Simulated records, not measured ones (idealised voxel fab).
Process module under the name voxel capacitor over wiring
Displayed cross-section: cut, width of 185 nm, square cells sized 5 nm.
When this document writes out a cross-section, it uses a grid of square cells and lists it as bands, beginning at the top and moving down, with a band standing for one or more rows of cells. Look at the band entry: it leads with the top's height and the bottom's height in nm. Then it lists the materials left to right, with a width in nm for each. The word "full width" on a single material says that material fills the band edge to edge. The word "empty" is empty space. The level at which height equals 0 is the one under which the wafer, as it arrives, is entirely one material. No lower edge exists for the bottom band, which continues downward and is notated as in "0 nm and below". The expression "30 to 40" gives the width at the extremes of the band, the first number at its top row of cells and the second at its bottom row, with the width changing by equal amounts from each row to the next in between. "nothing changed" (step): cross-section cells unchanged, all of them. Closed empty spaces (no open way to the top) of 8 cells or more are what "Closed void list" lists, each as width x height at distance from the left edge, nm for all three. That trailing text on a step's line, after the settings, is the simulator's own remark on the step. "overlay nm" on a masked step: distance the mask lay right of its planned place, negative for left.

The following list gives the planned process steps
1: RECEIVE [material Si]
2: CONFORMAL_DEP [material SiO2] [thk nm 15]
3: CONFORMAL_DEP [material SiCN] [thk nm 5]
4: DIRECTIONAL_DEP [material lowk] [thk nm 20]
5: DIRECTIONAL_DEP [material aC] [thk nm 15]
6: PATTERN [tone open] [mask id METAL_1] [material resist] [width nm 20] [pitch nm 75] [thk nm 35] [overlay nm 0]
7: DIRECTIONAL_ETCH [etch materials aC] [depth nm 15]
8: STRIP [etch materials resist]
9: DIRECTIONAL_ETCH [etch materials lowk] [depth nm 20]
10: DIRECTIONAL_ETCH [etch materials SiCN] [depth nm 5]
11: STRIP [etch materials aC]
12: CONFORMAL_DEP [material TiN] [thk nm 5]
13: FILL_DEP [material W] [thk nm 5]
14: CMP [height nm 40]
15: CONFORMAL_DEP [material SiCN] [thk nm 5]
16: DIRECTIONAL_DEP [material SiO2] [thk nm 15]
17: PATTERN [tone open] [mask id PLUG_1] [material resist] [width nm 15] [thk nm 20] [overlay nm 0]
18: DIRECTIONAL_ETCH [etch materials SiO2] [depth nm 15]
19: DIRECTIONAL_ETCH [etch materials SiCN] [depth nm 5]
20: STRIP [etch materials resist]
21: EPI [material Ru] [thk nm 10]
22: EPI [material Ru] [thk nm 10]
23: DIRECTIONAL_DEP [material TiN] [thk nm 5]
24: DIRECTIONAL_DEP [material Al2O3] [thk nm 5]
25: DIRECTIONAL_DEP [material TiN] [thk nm 5]
26: DIRECTIONAL_DEP [material aC] [thk nm 15]
27: PATTERN [tone cover] [mask id UPPER_PLATE] [material resist] [width nm 60] [thk nm 30] [overlay nm 0]
28: DIRECTIONAL_ETCH [etch materials aC] [depth nm 15]
29: STRIP [etch materials resist]
30: DIRECTIONAL_ETCH [etch materials TiN] [depth nm 5]
31: DIRECTIONAL_ETCH [etch materials Al2O3] [depth nm 5]
32: STRIP [etch materials aC]
33: PATTERN [tone cover] [mask id LOWER_PLATE] [material resist] [width nm 70] [thk nm 20] [overlay nm 0]
34: DIRECTIONAL_ETCH [etch materials TiN] [depth nm 5]
35: STRIP [etch materials resist]
36: FILL_DEP [material SiO2] [thk nm 15]
37: CMP [height nm 85]
38: MASKED_ETCH [tone open] [mask id PLUG_2] [width nm 15] [etch materials SiO2] [depth nm 10] [overlay nm 0]
39: CONFORMAL_DEP [material TiN] [thk nm 5]
40: FILL_DEP [material Ru] [thk nm 5]
41: CMP [height nm 85]
42: CONFORMAL_DEP [material SiN] [thk nm 5]

The first of two wafers, run as planned

Shown in cross-section is the wafer as received, that is, as it stands after step 1
> 0 nm and below | Si full width
> Closed void list: none

Step 2 done - wafer cross-section
> 15 nm to 0 nm | SiO2 full width
> Below 0, the layers are the same as they were.

Step 3 done - wafer cross-section
> 20 nm to 15 nm | SiCN full width
> Below 15, the layers are the same as they were.

Step 4 done - wafer cross-section
> 40 nm to 20 nm | lowk full width
> Below 20, the layers are the same as they were.

Step 5 done - wafer cross-section
> 55 nm to 40 nm | aC full width
> Below 40, the layers are the same as they were.

Step 6 done - wafer cross-section
> 90 nm to 55 nm | resist 45 nm | empty 20 nm | resist 55 nm | empty 20 nm | resist 45 nm
> Below 55, the layers are the same as they were.

Step 7 done - wafer cross-section
> 75 nm to 55 nm | resist 45 nm | empty 20 nm | resist 55 nm | empty 20 nm | resist 45 nm
> 55 nm to 40 nm | aC 45 nm | empty 20 nm | aC 55 nm | empty 20 nm | aC 45 nm
> Below 40, the layers are the same as they were.

Step 8 done - wafer cross-section
> 55 nm to 40 nm | aC 45 nm | empty 20 nm | aC 55 nm | empty 20 nm | aC 45 nm
> Below 40, the layers are the same as they were.

Step 9 done - wafer cross-section
> 55 nm to 40 nm | aC 45 nm | empty 20 nm | aC 55 nm | empty 20 nm | aC 45 nm
> 40 nm to 20 nm | lowk 45 nm | empty 20 nm | lowk 55 nm | empty 20 nm | lowk 45 nm
> Below 20, the layers are the same as they were.

Step 10 done - wafer cross-section
> 55 nm to 40 nm | aC 45 nm | empty 20 nm | aC 55 nm | empty 20 nm | aC 45 nm
> 40 nm to 20 nm | lowk 45 nm | empty 20 nm | lowk 55 nm | empty 20 nm | lowk 45 nm
> 20 nm to 15 nm | SiCN 45 nm | empty 20 nm | SiCN 55 nm | empty 20 nm | SiCN 45 nm
> Below 15, the layers are the same as they were.

Step 11 done - wafer cross-section
> 40 nm to 20 nm | lowk 45 nm | empty 20 nm | lowk 55 nm | empty 20 nm | lowk 45 nm
> Below 20, the layers are the same as they were.

Step 12 done - wafer cross-section
> 45 nm to 40 nm | TiN 50 nm | empty 10 nm | TiN 65 nm | empty 10 nm | TiN 50 nm
> 40 nm to 20 nm | lowk 45 nm | TiN 5 nm | empty 10 nm | TiN 5 nm | lowk 55 nm | TiN 5 nm | empty 10 nm | TiN 5 nm | lowk 45 nm
> 20 nm to 15 nm | SiCN 45 nm | TiN 20 nm | SiCN 55 nm | TiN 20 nm | SiCN 45 nm
> Below 15, the layers are the same as they were.

Step 13 done - wafer cross-section
> 50 nm to 45 nm | W full width
> 45 nm to 40 nm | TiN 50 nm | W 10 nm | TiN 65 nm | W 10 nm | TiN 50 nm
> 40 nm to 20 nm | lowk 45 nm | TiN 5 nm | W 10 nm | TiN 5 nm | lowk 55 nm | TiN 5 nm | W 10 nm | TiN 5 nm | lowk 45 nm
> Below 20, the layers are the same as they were.

Step 14 done - wafer cross-section
> 40 nm to 20 nm | lowk 45 nm | TiN 5 nm | W 10 nm | TiN 5 nm | lowk 55 nm | TiN 5 nm | W 10 nm | TiN 5 nm | lowk 45 nm
> Below 20, the layers are the same as they were.

Step 15 done - wafer cross-section
> 45 nm to 40 nm | SiCN full width
> Below 40, the layers are the same as they were.

Step 16 done - wafer cross-section
> 60 nm to 45 nm | SiO2 full width
> Below 45, the layers are the same as they were.

Step 17 done - wafer cross-section
> 80 nm to 60 nm | resist 50 nm | empty 15 nm | resist 120 nm
> Below 60, the layers are the same as they were.

Step 18 done - wafer cross-section
> 80 nm to 60 nm | resist 50 nm | empty 15 nm | resist 120 nm
> 60 nm to 45 nm | SiO2 50 nm | empty 15 nm | SiO2 120 nm
> Below 45, the layers are the same as they were.

Step 19 done - wafer cross-section
> 80 nm to 60 nm | resist 50 nm | empty 15 nm | resist 120 nm
> 60 nm to 45 nm | SiO2 50 nm | empty 15 nm | SiO2 120 nm
> 45 nm to 40 nm | SiCN 50 nm | empty 15 nm | SiCN 120 nm
> Below 40, the layers are the same as they were.

Step 20 done - wafer cross-section
> 60 nm to 45 nm | SiO2 50 nm | empty 15 nm | SiO2 120 nm
> Below 45, the layers are the same as they were.

Step 21 done - wafer cross-section
> 60 nm to 50 nm | SiO2 50 nm | empty 15 nm | SiO2 120 nm
> 50 nm to 45 nm | SiO2 50 nm | Ru 15 nm | SiO2 120 nm
> 45 nm to 40 nm | SiCN 50 nm | Ru 15 nm | SiCN 120 nm
> Below 40, the layers are the same as they were.

Step 22 done - wafer cross-section
> 60 nm to 45 nm | SiO2 50 nm | Ru 15 nm | SiO2 120 nm
> Below 45, the layers are the same as they were.

Step 23 done - wafer cross-section
> 65 nm to 60 nm | TiN full width
> Below 60, the layers are the same as they were.

Step 24 done - wafer cross-section
> 70 nm to 65 nm | Al2O3 full width
> Below 65, the layers are the same as they were.

Step 25 done - wafer cross-section
> 75 nm to 70 nm | TiN full width
> Below 70, the layers are the same as they were.

Step 26 done - wafer cross-section
> 90 nm to 75 nm | aC full width
> Below 75, the layers are the same as they were.

Step 27 done - wafer cross-section
> 120 nm to 90 nm | empty 50 nm | resist 60 nm | empty 75 nm
> Below 90, the layers are the same as they were.

Step 28 done - wafer cross-section
> 105 nm to 90 nm | empty 50 nm | resist 60 nm | empty 75 nm
> 90 nm to 75 nm | empty 50 nm | aC 60 nm | empty 75 nm
> Below 75, the layers are the same as they were.

Step 29 done - wafer cross-section
> 90 nm to 75 nm | empty 50 nm | aC 60 nm | empty 75 nm
> Below 75, the layers are the same as they were.

Step 30 done - wafer cross-section
> 90 nm to 75 nm | empty 50 nm | aC 60 nm | empty 75 nm
> 75 nm to 70 nm | empty 50 nm | TiN 60 nm | empty 75 nm
> Below 70, the layers are the same as they were.

Step 31 done - wafer cross-section
> 90 nm to 75 nm | empty 50 nm | aC 60 nm | empty 75 nm
> 75 nm to 70 nm | empty 50 nm | TiN 60 nm | empty 75 nm
> 70 nm to 65 nm | empty 50 nm | Al2O3 60 nm | empty 75 nm
> Below 65, the layers are the same as they were.

Step 32 done - wafer cross-section
> 75 nm to 70 nm | empty 50 nm | TiN 60 nm | empty 75 nm
> Below 70, the layers are the same as they were.

Step 33 done - wafer cross-section
> 95 nm to 75 nm | empty 45 nm | resist 70 nm | empty 70 nm
> 75 nm to 70 nm | empty 45 nm | resist 5 nm | TiN 60 nm | resist 5 nm | empty 70 nm
> 70 nm to 65 nm | empty 45 nm | resist 5 nm | Al2O3 60 nm | resist 5 nm | empty 70 nm
> Below 65, the layers are the same as they were.

Step 34 done - wafer cross-section
> 95 nm to 75 nm | empty 45 nm | resist 70 nm | empty 70 nm
> 75 nm to 70 nm | empty 45 nm | resist 5 nm | TiN 60 nm | resist 5 nm | empty 70 nm
> 70 nm to 65 nm | empty 45 nm | resist 5 nm | Al2O3 60 nm | resist 5 nm | empty 70 nm
> 65 nm to 60 nm | empty 45 nm | TiN 70 nm | empty 70 nm
> Below 60, the layers are the same as they were.

Step 35 done - wafer cross-section
> 75 nm to 70 nm | empty 50 nm | TiN 60 nm | empty 75 nm
> 70 nm to 65 nm | empty 50 nm | Al2O3 60 nm | empty 75 nm
> Below 65, the layers are the same as they were.

Step 36 done - wafer cross-section
> 90 nm to 75 nm | SiO2 full width
> 75 nm to 70 nm | SiO2 50 nm | TiN 60 nm | SiO2 75 nm
> 70 nm to 65 nm | SiO2 50 nm | Al2O3 60 nm | SiO2 75 nm
> 65 nm to 60 nm | SiO2 45 nm | TiN 70 nm | SiO2 70 nm
> Below 60, the layers are the same as they were.

Step 37 done - wafer cross-section
> 85 nm to 75 nm | SiO2 full width
> Below 75, the layers are the same as they were.

Step 38 done - wafer cross-section
> 85 nm to 75 nm | SiO2 60 nm | empty 15 nm | SiO2 110 nm
> Below 75, the layers are the same as they were.

Step 39 done - wafer cross-section
> 90 nm to 85 nm | TiN 65 nm | empty 5 nm | TiN 115 nm
> 85 nm to 80 nm | SiO2 60 nm | TiN 5 nm | empty 5 nm | TiN 5 nm | SiO2 110 nm
> 80 nm to 70 nm | SiO2 60 to 50 nm | TiN 15 to 60 nm | SiO2 110 to 75 nm
> Below 70, the layers are the same as they were.

Step 40 done - wafer cross-section
> 95 nm to 90 nm | Ru full width
> 90 nm to 85 nm | TiN 65 nm | Ru 5 nm | TiN 115 nm
> 85 nm to 80 nm | SiO2 60 nm | TiN 5 nm | Ru 5 nm | TiN 5 nm | SiO2 110 nm
> Below 80, the layers are the same as they were.

Step 41 done - wafer cross-section
> 85 nm to 80 nm | SiO2 60 nm | TiN 5 nm | Ru 5 nm | TiN 5 nm | SiO2 110 nm
> Below 80, the layers are the same as they were.

Step 42 done - wafer cross-section
> 90 nm to 85 nm | SiN full width
> Below 85, the layers are the same as they were.

The second wafer: identical to the first at the outset and in its planned sequence, differing only in that one mistake was made during processing; up to and including step 17, its path is the first wafer's path

Cross-sectional representation of the second wafer at the time designated in the plan for the completion of step 18
> 80 nm to 60 nm | resist 50 nm | empty 15 nm | resist 120 nm
> 60 nm to 50 nm | SiO2 50 nm | empty 15 nm | SiO2 120 nm
> Below 50, the layers are the same as they were.

Cross-sectional representation of the second wafer at the time designated in the plan for the completion of step 19: nothing changed

Cross-sectional representation of the second wafer at the time designated in the plan for the completion of step 20
> 60 nm to 50 nm | SiO2 50 nm | empty 15 nm | SiO2 120 nm
> Below 50, the layers are the same as they were.

Cross-sectional representation of the second wafer at the time designated in the plan for the completion of step 21: nothing changed

Cross-sectional representation of the second wafer at the time designated in the plan for the completion of step 22: nothing changed

Cross-sectional representation of the second wafer at the time designated in the plan for the completion of step 23
> 65 nm to 60 nm | TiN 50 nm | empty 15 nm | TiN 120 nm
> 60 nm to 55 nm | SiO2 50 nm | empty 15 nm | SiO2 120 nm
> 55 nm to 50 nm | SiO2 50 nm | TiN 15 nm | SiO2 120 nm
> Below 50, the layers are the same as they were.

Cross-sectional representation of the second wafer at the time designated in the plan for the completion of step 24
> 70 nm to 65 nm | Al2O3 50 nm | empty 15 nm | Al2O3 120 nm
> 65 nm to 60 nm | TiN 50 nm | empty 15 nm | TiN 120 nm
> 60 nm to 55 nm | SiO2 50 nm | Al2O3 15 nm | SiO2 120 nm
> Below 55, the layers are the same as they were.

Cross-sectional representation of the second wafer at the time designated in the plan for the completion of step 25
> 75 nm to 70 nm | TiN 50 nm | empty 15 nm | TiN 120 nm
> 70 nm to 65 nm | Al2O3 50 nm | empty 15 nm | Al2O3 120 nm
> 65 nm to 60 nm | TiN full width
> Below 60, the layers are the same as they were.

Cross-sectional representation of the second wafer at the time designated in the plan for the completion of step 26
> 90 nm to 80 nm | aC 50 nm | empty 15 nm | aC 120 nm
> 80 nm to 75 nm | aC full width
> 75 nm to 70 nm | TiN 50 nm | aC 15 nm | TiN 120 nm
> 70 nm to 65 nm | Al2O3 50 nm | aC 15 nm | Al2O3 120 nm
> Below 65, the layers are the same as they were.

Cross-sectional representation of the second wafer at the time designated in the plan for the completion of step 27
> 120 nm to 90 nm | empty 50 nm | resist 60 nm | empty 75 nm
> 90 nm to 80 nm | aC 50 nm | resist 15 nm | aC 120 nm
> Below 80, the layers are the same as they were.

Cross-sectional representation of the second wafer at the time designated in the plan for the completion of step 28
> 105 nm to 90 nm | empty 50 nm | resist 60 nm | empty 75 nm
> 90 nm to 80 nm | empty 50 nm | resist 15 nm | aC 45 nm | empty 75 nm
> 80 nm to 75 nm | empty 50 nm | aC 60 nm | empty 75 nm
> Below 75, the layers are the same as they were.

Cross-sectional representation of the second wafer at the time designated in the plan for the completion of step 29
> 90 nm to 80 nm | empty 65 nm | aC 45 nm | empty 75 nm
> Below 80, the layers are the same as they were.

Cross-sectional representation of the second wafer at the time designated in the plan for the completion of step 30
> 90 nm to 80 nm | empty 65 nm | aC 45 nm | empty 75 nm
> 80 nm to 75 nm | empty 50 nm | aC 60 nm | empty 75 nm
> 75 nm to 70 nm | empty 50 nm | aC 15 nm | TiN 45 nm | empty 75 nm
> Below 70, the layers are the same as they were.

Cross-sectional representation of the second wafer at the time designated in the plan for the completion of step 31
> 90 nm to 80 nm | empty 65 nm | aC 45 nm | empty 75 nm
> 80 nm to 75 nm | empty 50 nm | aC 60 nm | empty 75 nm
> 75 nm to 70 nm | empty 50 nm | aC 15 nm | TiN 45 nm | empty 75 nm
> 70 nm to 65 nm | empty 50 nm | aC 15 nm | Al2O3 45 nm | empty 75 nm
> Below 65, the layers are the same as they were.

Cross-sectional representation of the second wafer at the time designated in the plan for the completion of step 32
> 75 nm to 70 nm | empty 65 nm | TiN 45 nm | empty 75 nm
> 70 nm to 65 nm | empty 65 nm | Al2O3 45 nm | empty 75 nm
> Below 65, the layers are the same as they were.

Cross-sectional representation of the second wafer at the time designated in the plan for the completion of step 33
> 95 nm to 75 nm | empty 45 nm | resist 70 nm | empty 70 nm
> 75 nm to 70 nm | empty 45 nm | resist 20 nm | TiN 45 nm | resist 5 nm | empty 70 nm
> 70 nm to 65 nm | empty 45 nm | resist 20 nm | Al2O3 45 nm | resist 5 nm | empty 70 nm
> Below 65, the layers are the same as they were.

Cross-sectional representation of the second wafer at the time designated in the plan for the completion of step 34
> 95 nm to 75 nm | empty 45 nm | resist 70 nm | empty 70 nm
> 75 nm to 70 nm | empty 45 nm | resist 20 nm | TiN 45 nm | resist 5 nm | empty 70 nm
> 70 nm to 65 nm | empty 45 nm | resist 20 nm | Al2O3 45 nm | resist 5 nm | empty 70 nm
> 65 nm to 60 nm | empty 45 nm | TiN 70 nm | empty 70 nm
> Below 60, the layers are the same as they were.

Cross-sectional representation of the second wafer at the time designated in the plan for the completion of step 35
> 75 nm to 70 nm | empty 65 nm | TiN 45 nm | empty 75 nm
> 70 nm to 65 nm | empty 65 nm | Al2O3 45 nm | empty 75 nm
> Below 65, the layers are the same as they were.

Cross-sectional representation of the second wafer at the time designated in the plan for the completion of step 36
> 90 nm to 75 nm | SiO2 full width
> 75 nm to 70 nm | SiO2 65 nm | TiN 45 nm | SiO2 75 nm
> 70 nm to 65 nm | SiO2 65 nm | Al2O3 45 nm | SiO2 75 nm
> 65 nm to 60 nm | SiO2 45 nm | TiN 70 nm | SiO2 70 nm
> Below 60, the layers are the same as they were.

Cross-sectional representation of the second wafer at the time designated in the plan for the completion of step 37
> 85 nm to 75 nm | SiO2 full width
> Below 75, the layers are the same as they were.

Cross-sectional representation of the second wafer at the time designated in the plan for the completion of step 38
> 85 nm to 75 nm | SiO2 60 nm | empty 15 nm | SiO2 110 nm
> Below 75, the layers are the same as they were.

Cross-sectional representation of the second wafer at the time designated in the plan for the completion of step 39
> 90 nm to 85 nm | TiN 65 nm | empty 5 nm | TiN 115 nm
> 85 nm to 80 nm | SiO2 60 nm | TiN 5 nm | empty 5 nm | TiN 5 nm | SiO2 110 nm
> 80 nm to 70 nm | SiO2 60 to 65 nm | TiN 15 to 45 nm | SiO2 110 to 75 nm
> Below 70, the layers are the same as they were.

Cross-sectional representation of the second wafer at the time designated in the plan for the completion of step 40
> 95 nm to 90 nm | Ru full width
> 90 nm to 85 nm | TiN 65 nm | Ru 5 nm | TiN 115 nm
> 85 nm to 80 nm | SiO2 60 nm | TiN 5 nm | Ru 5 nm | TiN 5 nm | SiO2 110 nm
> Below 80, the layers are the same as they were.

Cross-sectional representation of the second wafer at the time designated in the plan for the completion of step 41
> 85 nm to 80 nm | SiO2 60 nm | TiN 5 nm | Ru 5 nm | TiN 5 nm | SiO2 110 nm
> Below 80, the layers are the same as they were.

Cross-sectional representation of the second wafer at the time designated in the plan for the completion of step 42
> 90 nm to 85 nm | SiN full width
> Below 85, the layers are the same as they were.
Processing error: step 18: run off-plan, actual operation and settings DIRECTIONAL_ETCH [etch materials SiO2] [depth nm 10]
Count the cells at the end and the second wafer has more or fewer of some materials than the first: Ru: 12 fewer, SiCN: 3 more, SiO2: 9 more
